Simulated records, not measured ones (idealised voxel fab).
Process module under the name voxel lift off
Section cut is 215 nm wide and gridded with 5 nm square cells.
Just so we're on the same page, the cross-sections are grids of square cells, and they're listed out in bands top to bottom, each band one or more rows deep.
Basically the band line says how high the top is and how high the bottom is, in nm, and then what's in it from left to right, every material with its width in nm. Empty space shows up as "blank", and if a single material carries "throughout" it runs the full band edge to edge.
Counting heights begins at 0, where everything beneath is, in the wafer as received, one material. The lowest band has no bottom; it goes on downwards, as "z 0 and below" shows.
Width: "30 to 40" (first number = top row, second number = bottom row, same change from row to row of cells).
You'll sometimes find "nothing was modified" written for a step, and that's the way of saying that nowhere in the cross-section did a cell change during that step.
"Enclosed voids" enumerates empty spaces isolated from the top, with no open way to it, that contain at least 8 cells, giving each as width x height at distance from the left edge, all three in nm.
Note: text after step settings on the step line = simulator remark on that step.
overlay nm: for a step with a mask, the amount by which the mask lay right of where it was planned; a negative amount means left of it.
-- This section lists the process steps that were planned
- 1: RECEIVE [material Si]
- 2: CONFORMAL_DEP [material Al2O3] [thk nm 5]
- 3: PATTERN [tone open] [mask id LINES] [material resist] [width nm 15] [pitch nm 45] [thk nm 20] [overlay nm 0]
- 4: DIRECTIONAL_DEP [material Ru] [thk nm 10]
- 5: STRIP [etch materials resist]
- 6: CONFORMAL_DEP [material SiCN] [thk nm 10]
-- Of two wafers, the first: run according to plan
-- The cross-section here shows the wafer as received, i.e. in its state after step 1
    z 0 and below  Si throughout
    Enclosed voids: none
-- The wafer, seen in cross-section, after step 2
    z 5 to 0  Al2O3 throughout
    Heights below 0 show no change.
-- The wafer, seen in cross-section, after step 3
    z 25 to 5  resist 55 nm, then blank 15 nm, then resist 30 nm, then blank 15 nm, then resist 30 nm, then blank 15 nm, then resist 55 nm
    Heights below 5 show no change.
-- The wafer, seen in cross-section, after step 4
    z 35 to 25  Ru 55 nm, then blank 15 nm, then Ru 30 nm, then blank 15 nm, then Ru 30 nm, then blank 15 nm, then Ru 55 nm
    z 25 to 15  resist 55 nm, then blank 15 nm, then resist 30 nm, then blank 15 nm, then resist 30 nm, then blank 15 nm, then resist 55 nm
    z 15 to 5  resist 55 nm, then Ru 15 nm, then resist 30 nm, then Ru 15 nm, then resist 30 nm, then Ru 15 nm, then resist 55 nm
    Heights below 5 show no change.
-- The wafer, seen in cross-section, after step 5
    z 15 to 5  blank 55 nm, then Ru 15 nm, then blank 30 nm, then Ru 15 nm, then blank 30 nm, then Ru 15 nm, then blank 55 nm
    Heights below 5 show no change.
-- The wafer, seen in cross-section, after step 6
    z 25 to 15  blank 45 nm, then SiCN 35 nm, then blank 10 nm, then SiCN 35 nm, then blank 10 nm, then SiCN 35 nm, then blank 45 nm
    z 15 to 5  SiCN 55 nm, then Ru 15 nm, then SiCN 30 nm, then Ru 15 nm, then SiCN 30 nm, then Ru 15 nm, then SiCN 55 nm
    Heights below 5 show no change.
-- Second wafer. Start and plan as for the first. One mistake made in running. Agrees with the first up to and including step 2
-- Second wafer shown in cross-section at the time step 3 was slated to end
    z 25 to 5  resist 50 nm, then blank 25 nm, then resist 20 nm, then blank 25 nm, then resist 20 nm, then blank 25 nm, then resist 50 nm
    Heights below 5 show no change.
-- Second wafer shown in cross-section at the time step 4 was slated to end
    z 35 to 25  Ru 50 nm, then blank 25 nm, then Ru 20 nm, then blank 25 nm, then Ru 20 nm, then blank 25 nm, then Ru 50 nm
    z 25 to 15  resist 50 nm, then blank 25 nm, then resist 20 nm, then blank 25 nm, then resist 20 nm, then blank 25 nm, then resist 50 nm
    z 15 to 5  resist 50 nm, then Ru 25 nm, then resist 20 nm, then Ru 25 nm, then resist 20 nm, then Ru 25 nm, then resist 50 nm
    Heights below 5 show no change.
-- Second wafer shown in cross-section at the time step 5 was slated to end
    z 15 to 5  blank 50 nm, then Ru 25 nm, then blank 20 nm, then Ru 25 nm, then blank 20 nm, then Ru 25 nm, then blank 50 nm
    Heights below 5 show no change.
-- Second wafer shown in cross-section at the time step 6 was slated to end
    z 25 to 15  blank 40 nm, then SiCN 135 nm, then blank 40 nm
    z 15 to 5  SiCN 50 nm, then Ru 25 nm, then SiCN 20 nm, then Ru 25 nm, then SiCN 20 nm, then Ru 25 nm, then SiCN 50 nm
    Heights below 5 show no change.
So what did we get wrong on this run? step 3 off recipe, ran as PATTERN [tone open] [mask id LINES] [material resist] [width nm 25] [pitch nm 45] [thk nm 20] [overlay nm 0]
Final tally in cells, some materials are higher or lower on the second wafer than on the first: 12 more of Ru
